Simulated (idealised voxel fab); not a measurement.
Documented hereafter: the process module known as voxel self aligned contacts.
Cross-section cut spans 195 nm and uses square cells 5 nm in size.
Cross-section layout: square cells on a grid; listed as bands, top to bottom; a band spans one or more cell rows.
Heights first: top, then bottom, in nm. Then materials, left to right, each with a width in nm. "throughout" on a single material: fills the band edge to edge. "blank": empty space.
All heights in this document are referenced to 0, defined as the level beneath which the wafer, as received, consists entirely of one material. The lowest band is not bounded below; it extends indefinitely downward and is written in the form "0 -> down".
When a width is written as two numbers, as in "30 to 40", the first number is the width in the top row of cells of the band and the second is the width in its bottom row, and the width changes by the same amount from each row to the next.
A step reported as "remains unaltered" is a step in which no cell of the cross-section changed.
So "Trapped voids" is basically the list of trapped voids: any empty space of 8 cells or more that can't reach the top through an opening. They're written width x height at distance, the distance being from the left edge, and it's all nm.
Past the settings on a step's line: simulator remark, on that step.
overlay nm: right-of-plan distance of the mask on a masked step; negative values mean left-of-plan.
[This section lists the process steps that were planned]
- 1: RECEIVE | material Si
- 2: OXIDIZE | depth nm 5
- 3: DIRECTIONAL_DEP | material polySi | thk nm 30
- 4: DIRECTIONAL_DEP | material SiN | thk nm 25
- 5: PATTERN | tone cover | mask id GATE | material resist | width nm 30 | pitch nm 75 | thk nm 15 | overlay nm 0
- 6: DIRECTIONAL_ETCH | etch materials SiN | depth nm 25
- 7: DIRECTIONAL_ETCH | etch materials polySi | depth nm 30
- 8: STRIP | etch materials resist
- 9: CONFORMAL_DEP | material SiN | thk nm 10
- 10: DIRECTIONAL_ETCH | etch materials SiN | depth nm 10
- 11: FILL_DEP | material SiO2 | thk nm 20
- 12: CMP | height nm 65
- 13: MASKED_ETCH | tone open | mask id CONTACT | width nm 55 | etch materials SiO2 | depth nm 70 | overlay nm 0
- 14: CONFORMAL_DEP | material TiN | thk nm 5
- 15: FILL_DEP | material W | thk nm 5
- 16: CMP | height nm 65
- 17: CONFORMAL_DEP | material SiCN | thk nm 5
[Cross-section of the incoming wafer, state after step 1]
0 -> down  Si throughout
Trapped voids: none
[Cross-section, first of two wafers, end of module, run as planned]
70 -> 65  SiCN throughout
65 -> 55  SiO2: 70 | TiN: 5 to 20 | W: 45 to 15 | TiN: 5 to 20 | SiO2: 70
55 -> 30  SiO2: 35 | SiN: 50 | TiN: 5 | W: 15 | TiN: 5 | SiN: 50 | SiO2: 35
30 -> 0  SiO2: 35 | SiN: 10 | polySi: 30 | SiN: 10 | TiN: 5 | W: 15 | TiN: 5 | SiN: 10 | polySi: 30 | SiN: 10 | SiO2: 35
0 -> -5  SiO2: 85 | TiN: 25 | SiO2: 85
-5 -> down  Si throughout
Trapped voids: none
[Here's the second of our two wafers sectioned at module end. Same start as the first, same plan, but one mistake got made running it]
70 -> 65  SiCN throughout
65 -> 55  SiO2: 70 | TiN: 5 to 20 | W: 45 to 15 | TiN: 5 to 20 | SiO2: 70
55 -> 35  SiO2: 35 | SiN: 50 | TiN: 5 | W: 15 | TiN: 5 | SiN: 50 | SiO2: 35
35 -> 30  SiO2: 35 | SiN: 50 | TiN: 25 | SiN: 50 | SiO2: 35
30 -> 0  SiN throughout
0 -> -5  SiO2 throughout
-5 -> down  Si throughout
Trapped voids: none
Diagnosis: contrary to plan, step 3 was performed as DIRECTIONAL_DEP | material SiN | thk nm 30
The closing comparison, in cells, has the second wafer with more or fewer of some materials than the first: SiN: 186 more, SiO2: 79 fewer, TiN: 14 fewer, W: 21 fewer, polySi: 72 fewer
